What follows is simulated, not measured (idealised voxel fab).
The following is a process module called voxel ribs on slabs.
The cross-section on display is named cut; it measures 255 nm wide, and its cells are 5 nm squares.
If you're reading a cross-section in this doc, picture square cells in a grid; it comes to you as bands, top ones listed first down to the bottom, and a band can be one or more rows of cells.
The entry gives the band's vertical extent as a top height and a bottom height in nm, then its horizontal make-up as materials from left to right, each with a width in nm. "air" stands for empty space; a single material marked "throughout" fills the band edge to edge.
Height datum 0, below which the as-received substrate wafer is one material. Lowest band open at the bottom, running downward: "0 -> down".
A two-number width, for instance "30..40", indicates that the width is equal to the first number in the top row of the band and to the second number in the bottom row, and that it changes by a constant amount per row of cells.
The designation "remains unaltered", where it is given for a processing step, indicates that no cell of the cross-section was altered in the course of that step.
If an empty space has no open way to the top and is at least 8 cells in size, "Sealed void list" lists it, written width x height at distance, where distance is measured from the left edge and every value is in nm.
Step line, after settings: the simulator's comment on this step.
overlay nm: mask offset rightward from planned place, masked step; negative means leftward offset.

This section lists the process steps that were planned:
1 RECEIVE with material Si
2 DIRECTIONAL_DEP with material SiO2, thk nm 25
3 DIRECTIONAL_DEP with material polySi, thk nm 15
4 MASKED_ETCH with tone cover, mask id RIB, width nm 30, etch materials polySi, depth nm 5, overlay nm 0
5 DIRECTIONAL_DEP with material aC, thk nm 10
6 PATTERN with tone cover, mask id SLAB, material resist, width nm 70, thk nm 30, overlay nm 0
7 DIRECTIONAL_ETCH with etch materials aC, depth nm 10
8 STRIP with etch materials resist
9 DIRECTIONAL_ETCH with etch materials polySi, depth nm 10
10 STRIP with etch materials aC
11 FILL_DEP with material SiO2, thk nm 30
12 CMP with height nm 60
13 DIRECTIONAL_DEP with material TiN, thk nm 10
14 MASKED_ETCH with tone cover, mask id HEATER, width nm 40, etch materials TiN, depth nm 10, overlay nm 0
15 CONFORMAL_DEP with material SiO2, thk nm 5

First wafer out of two, processed as planned:

Cross-section of the wafer at receipt, which is the condition after step 1:
> 0 -> down = Si throughout
> Sealed void list: none

State of the wafer after step 2, shown in cross-section:
> 25 -> 0 = SiO2 throughout
> Below 0, no change.

State of the wafer after step 3, shown in cross-section:
> 40 -> 25 = polySi throughout
> Below 25, no change.

State of the wafer after step 4, shown in cross-section:
> 40 -> 35 = air=110  polySi=30  air=115
> Below 35, no change.

State of the wafer after step 5, shown in cross-section:
> 50 -> 45 = air=110  aC=30  air=115
> 45 -> 40 = aC throughout
> 40 -> 35 = aC=110  polySi=30  aC=115
> Below 35, no change.

State of the wafer after step 6, shown in cross-section:
> 80 -> 50 = air=90  resist=70  air=95
> 50 -> 45 = air=90  resist=20  aC=30  resist=20  air=95
> Below 45, no change.

State of the wafer after step 7, shown in cross-section:
> 70 -> 50 = air=90  resist=70  air=95
> 50 -> 45 = air=90  resist=20  aC=30  resist=20  air=95
> 45 -> 40 = air=90  aC=70  air=95
> 40 -> 35 = air=90  aC=20  polySi=30  aC=20  air=95
> Below 35, no change.

State of the wafer after step 8, shown in cross-section:
> 50 -> 40 = air=110..90  aC=30..70  air=115..95
> Below 40, no change.

State of the wafer after step 9, shown in cross-section:
> 50 -> 40 = air=110..90  aC=30..70  air=115..95
> 40 -> 35 = air=90  aC=20  polySi=30  aC=20  air=95
> 35 -> 25 = air=90  polySi=70  air=95
> Below 25, no change.

State of the wafer after step 10, shown in cross-section:
> 40 -> 35 = air=110  polySi=30  air=115
> Below 35, no change.

State of the wafer after step 11, shown in cross-section:
> 70 -> 40 = SiO2 throughout
> 40 -> 35 = SiO2=110  polySi=30  SiO2=115
> 35 -> 25 = SiO2=90  polySi=70  SiO2=95
> Below 25, no change.

State of the wafer after step 12, shown in cross-section:
> 60 -> 40 = SiO2 throughout
> Below 40, no change.

State of the wafer after step 13, shown in cross-section:
> 70 -> 60 = TiN throughout
> Below 60, no change.

State of the wafer after step 14, shown in cross-section:
> 70 -> 60 = air=105  TiN=40  air=110
> Below 60, no change.

State of the wafer after step 15, shown in cross-section:
> 75 -> 70 = air=100  SiO2=50  air=105
> 70 -> 65 = air=100  SiO2=5  TiN=40  SiO2=5  air=105
> 65 -> 60 = SiO2=105  TiN=40  SiO2=110
> Below 60, no change.

The Second Wafer: Common Origin and Plan, One Mistake in Execution, Identical to the First Through Step 1:

Second wafer cross-section, taken as of the time the plan sets for step 2 to be done:
> 15 -> 0 = polySi throughout
> Below 0, no change.

Second wafer cross-section, taken as of the time the plan sets for step 3 to be done:
> 40 -> 15 = SiO2 throughout
> Below 15, no change.

Second wafer cross-section, taken as of the time the plan sets for step 4 to be done: remains unaltered

Second wafer cross-section, taken as of the time the plan sets for step 5 to be done:
> 50 -> 40 = aC throughout
> Below 40, no change.

Second wafer cross-section, taken as of the time the plan sets for step 6 to be done:
> 80 -> 50 = air=90  resist=70  air=95
> Below 50, no change.

Second wafer cross-section, taken as of the time the plan sets for step 7 to be done:
> 70 -> 50 = air=90  resist=70  air=95
> 50 -> 40 = air=90  aC=70  air=95
> Below 40, no change.

Second wafer cross-section, taken as of the time the plan sets for step 8 to be done:
> 50 -> 40 = air=90  aC=70  air=95
> Below 40, no change.

Second wafer cross-section, taken as of the time the plan sets for step 9 to be done: remains unaltered

Second wafer cross-section, taken as of the time the plan sets for step 10 to be done:
> 40 -> 15 = SiO2 throughout
> Below 15, no change.

Second wafer cross-section, taken as of the time the plan sets for step 11 to be done:
> 70 -> 15 = SiO2 throughout
> Below 15, no change.

Second wafer cross-section, taken as of the time the plan sets for step 12 to be done:
> 60 -> 15 = SiO2 throughout
> Below 15, no change.

Second wafer cross-section, taken as of the time the plan sets for step 13 to be done:
> 70 -> 60 = TiN throughout
> Below 60, no change.

Second wafer cross-section, taken as of the time the plan sets for step 14 to be done:
> 70 -> 60 = air=105  TiN=40  air=110
> Below 60, no change.

Second wafer cross-section, taken as of the time the plan sets for step 15 to be done:
> 75 -> 70 = air=100  SiO2=50  air=105
> 70 -> 65 = air=100  SiO2=5  TiN=40  SiO2=5  air=105
> 65 -> 60 = SiO2=105  TiN=40  SiO2=110
> Below 60, no change.
In executing the process, a mistake was made relative to the plan: steps 2 and 3: order swapped relative to plan
Wafer comparison, final, in cells, second relative to first, materials more or fewer: SiO2: 119 fewer | polySi: 119 more
